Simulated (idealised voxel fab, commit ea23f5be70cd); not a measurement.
process module | voxel transistor to metal
cross-section cut | 295 nm wide | cells 5 nm
A cross-section is a grid of square cells, given in bands from the top down. A band is one or more rows of cells.
Each band's line starts with the height of the band's top and of its bottom, in nm. Then come its materials from left to right, each with its width in nm. One material with "throughout" fills the band from edge to edge. "air" is empty space.
Height 0 is the level under which the wafer as received is all one material. The lowest band goes on downwards, as in "0 down".
A width such as "30 to 40" changes by the same amount from each row of cells to the next, from the band's top row to its bottom row.
"no change" after a step means that no cell of the cross-section changed.
closed voids: empty space of 8 cells or more with no open way to the top, each as width x height at its distance from the left edge, in nm
after a step's settings: what the simulator itself notes on the step
overlay nm, on a step with a mask: how far to the right of its planned place the mask lay; to the left if negative
plan
1 op RECEIVE | material Si
2 op OXIDIZE | depth nm 5
3 op CONFORMAL_DEP | material SiN | thk nm 15
4 op DIRECTIONAL_DEP | material aC | thk nm 10
5 op PATTERN | tone cover | mask id ACTIVE | material resist | width nm 95 | pitch nm 125 | thk nm 30 | overlay nm 0
6 op DIRECTIONAL_ETCH | etch materials aC | depth nm 10
7 op STRIP | etch materials resist
8 op DIRECTIONAL_ETCH | etch materials SiN | depth nm 15
9 op DIRECTIONAL_ETCH | etch materials SiO2 | depth nm 5
10 op DIRECTIONAL_ETCH | etch materials Si | depth nm 30
11 op STRIP | etch materials aC
12 op OXIDIZE | depth nm 5
13 op FILL_DEP | material SiO2 | thk nm 10
14 op CMP | height nm 15
15 op SELECTIVE_ETCH | etch materials SiO2 | depth nm 10
16 op STRIP | etch materials SiN
17 op SELECTIVE_ETCH | etch materials SiO2 | depth nm 5
18 op OXIDIZE | depth nm 5
19 op DIRECTIONAL_DEP | material polySi | thk nm 20
20 op DIRECTIONAL_DEP | material SiCN | thk nm 10
21 op PATTERN | tone cover | mask id GATE | material resist | width nm 15 | pitch nm 125 | thk nm 15 | overlay nm 0
22 op DIRECTIONAL_ETCH | etch materials SiCN | depth nm 20
23 op DIRECTIONAL_ETCH | etch materials polySi | depth nm 30
24 op STRIP | etch materials resist
25 op CONFORMAL_DEP | material SiN | thk nm 5
26 op DIRECTIONAL_ETCH | etch materials SiN | depth nm 5
27 op DIRECTIONAL_ETCH | etch materials SiO2 | depth nm 5
28 op DIRECTIONAL_ETCH | etch materials Si | depth nm 10
29 op EPI | material SiGe | thk nm 15
30 op FILL_DEP | material SiO2 | thk nm 5
31 op CMP | height nm 25
32 op DIRECTIONAL_DEP | material SiO2 | thk nm 15
33 op MASKED_ETCH | tone open | mask id CONTACT | width nm 25 | etch materials SiO2 | depth nm 45 | overlay nm 0
34 op CONFORMAL_DEP | material TiN | thk nm 5
35 op FILL_DEP | material Ru | thk nm 5
36 op CMP | height nm 40
37 op DIRECTIONAL_DEP | material TiN | thk nm 5
38 op DIRECTIONAL_DEP | material Ru | thk nm 15
39 op MASKED_ETCH | tone cover | mask id METAL_1 | width nm 15 | etch materials Ru | depth nm 15 | overlay nm 0
40 op MASKED_ETCH | tone cover | mask id METAL_1 | width nm 15 | etch materials TiN | depth nm 5 | overlay nm 0
41 op CONFORMAL_DEP | material SiCN | thk nm 5
42 op FILL_DEP | material lowk | thk nm 10
43 op CMP | height nm 60
44 op CONFORMAL_DEP | material SiN | thk nm 5
as received, after step 1
  0 down: Si throughout
  closed voids: none
first wafer at the end, as planned
  65 to 60: SiN throughout
  60 to 45: lowk 40 | SiCN 5 | Ru 15 | SiCN 5 | lowk 35 | SiCN 5 | Ru 15 | SiCN 5 | lowk 40 | SiCN 5 | Ru 15 | SiCN 5 | lowk 35 | SiCN 5 | Ru 15 | SiCN 5 | lowk 45
  45 to 40: SiCN 45 | TiN 15 | SiCN 45 | TiN 15 | SiCN 50 | TiN 15 | SiCN 45 | TiN 15 | SiCN 50
  40 to 25: SiO2 45 | TiN 5 | Ru 15 | TiN 5 | SiO2 25 | TiN 5 | Ru 15 | TiN 5 | SiO2 50 | TiN 5 | Ru 15 | TiN 5 | SiO2 25 | TiN 5 | Ru 15 | TiN 5 | SiO2 50
  25 to 15: SiO2 45 | TiN 5 | Ru 15 | TiN 5 | SiN 5 | SiCN 15 | SiN 5 | TiN 5 | Ru 15 | TiN 5 | SiO2 50 | TiN 5 | Ru 15 | TiN 5 | SiN 5 | SiCN 15 | SiN 5 | TiN 5 | Ru 15 | TiN 5 | SiO2 50
  15 to 10: SiO2 45 | TiN 5 | Ru 15 | TiN 5 | SiN 5 | polySi 15 | SiN 5 | TiN 5 | Ru 15 | TiN 5 | SiO2 50 | TiN 5 | Ru 15 | TiN 5 | SiN 5 | polySi 15 | SiN 5 | TiN 5 | Ru 15 | TiN 5 | SiO2 50
  10 to 5: SiO2 45 | TiN 25 | SiN 5 | polySi 15 | SiN 5 | TiN 25 | SiO2 50 | TiN 25 | SiN 5 | polySi 15 | SiN 5 | TiN 25 | SiO2 50
  5 to 0: SiO2 45 | TiN 10 | SiGe 15 | SiN 5 | polySi 15 | SiN 5 | SiGe 15 | TiN 10 | SiO2 50 | TiN 10 | SiGe 15 | SiN 5 | polySi 15 | SiN 5 | SiGe 15 | TiN 10 | SiO2 50
  0 to -5: SiO2 30 | SiN 5 | SiO2 10 | TiN 10 | SiGe 15 | SiN 5 | polySi 15 | SiN 5 | SiGe 15 | TiN 10 | SiO2 10 | SiN 5 | SiO2 20 | SiN 5 | SiO2 10 | TiN 10 | SiGe 15 | SiN 5 | polySi 15 | SiN 5 | SiGe 15 | TiN 10 | SiO2 10 | SiN 5 | SiO2 35
  -5 to -10: SiO2 35 | SiGe 35 | SiO2 25 | SiGe 35 | SiO2 30 | SiGe 35 | SiO2 25 | SiGe 35 | SiO2 40
  -10 to -20: SiO2 40 | SiGe 30 | Si 25 | SiGe 30 | SiO2 40 | SiGe 30 | Si 25 | SiGe 30 | SiO2 45
  -20 to -40: SiO2 40 | Si 85 | SiO2 40 | Si 85 | SiO2 45
  -40 down: Si throughout
  closed voids: none
second wafer at the end: like start, like plan, one mistake
  65 to 60: SiN throughout
  60 to 55: SiCN 45 | TiN 15 | SiCN 45 | TiN 15 | SiCN 50 | TiN 15 | SiCN 45 | TiN 15 | SiCN 50
  55 to 40: Ru throughout
  40 to 25: SiO2 45 | TiN 5 | Ru 15 | TiN 5 | SiO2 25 | TiN 5 | Ru 15 | TiN 5 | SiO2 50 | TiN 5 | Ru 15 | TiN 5 | SiO2 25 | TiN 5 | Ru 15 | TiN 5 | SiO2 50
  25 to 15: SiO2 45 | TiN 5 | Ru 15 | TiN 5 | SiN 5 | SiCN 15 | SiN 5 | TiN 5 | Ru 15 | TiN 5 | SiO2 50 | TiN 5 | Ru 15 | TiN 5 | SiN 5 | SiCN 15 | SiN 5 | TiN 5 | Ru 15 | TiN 5 | SiO2 50
  15 to 10: SiO2 45 | TiN 5 | Ru 15 | TiN 5 | SiN 5 | polySi 15 | SiN 5 | TiN 5 | Ru 15 | TiN 5 | SiO2 50 | TiN 5 | Ru 15 | TiN 5 | SiN 5 | polySi 15 | SiN 5 | TiN 5 | Ru 15 | TiN 5 | SiO2 50
  10 to 5: SiO2 45 | TiN 25 | SiN 5 | polySi 15 | SiN 5 | TiN 25 | SiO2 50 | TiN 25 | SiN 5 | polySi 15 | SiN 5 | TiN 25 | SiO2 50
  5 to 0: SiO2 45 | TiN 10 | SiGe 15 | SiN 5 | polySi 15 | SiN 5 | SiGe 15 | TiN 10 | SiO2 50 | TiN 10 | SiGe 15 | SiN 5 | polySi 15 | SiN 5 | SiGe 15 | TiN 10 | SiO2 50
  0 to -5: SiO2 30 | SiN 5 | SiO2 10 | TiN 10 | SiGe 15 | SiN 5 | polySi 15 | SiN 5 | SiGe 15 | TiN 10 | SiO2 10 | SiN 5 | SiO2 20 | SiN 5 | SiO2 10 | TiN 10 | SiGe 15 | SiN 5 | polySi 15 | SiN 5 | SiGe 15 | TiN 10 | SiO2 10 | SiN 5 | SiO2 35
  -5 to -10: SiO2 35 | SiGe 35 | SiO2 25 | SiGe 35 | SiO2 30 | SiGe 35 | SiO2 25 | SiGe 35 | SiO2 40
  -10 to -20: SiO2 40 | SiGe 30 | Si 25 | SiGe 30 | SiO2 40 | SiGe 30 | Si 25 | SiGe 30 | SiO2 45
  -20 to -40: SiO2 40 | Si 85 | SiO2 40 | Si 85 | SiO2 45
  -40 down: Si throughout
  closed voids: none
what went wrong: steps 37 and 38 were swapped
at the end the second wafer has, in cells: 141 more of Ru | 24 fewer of SiCN | 117 fewer of lowk
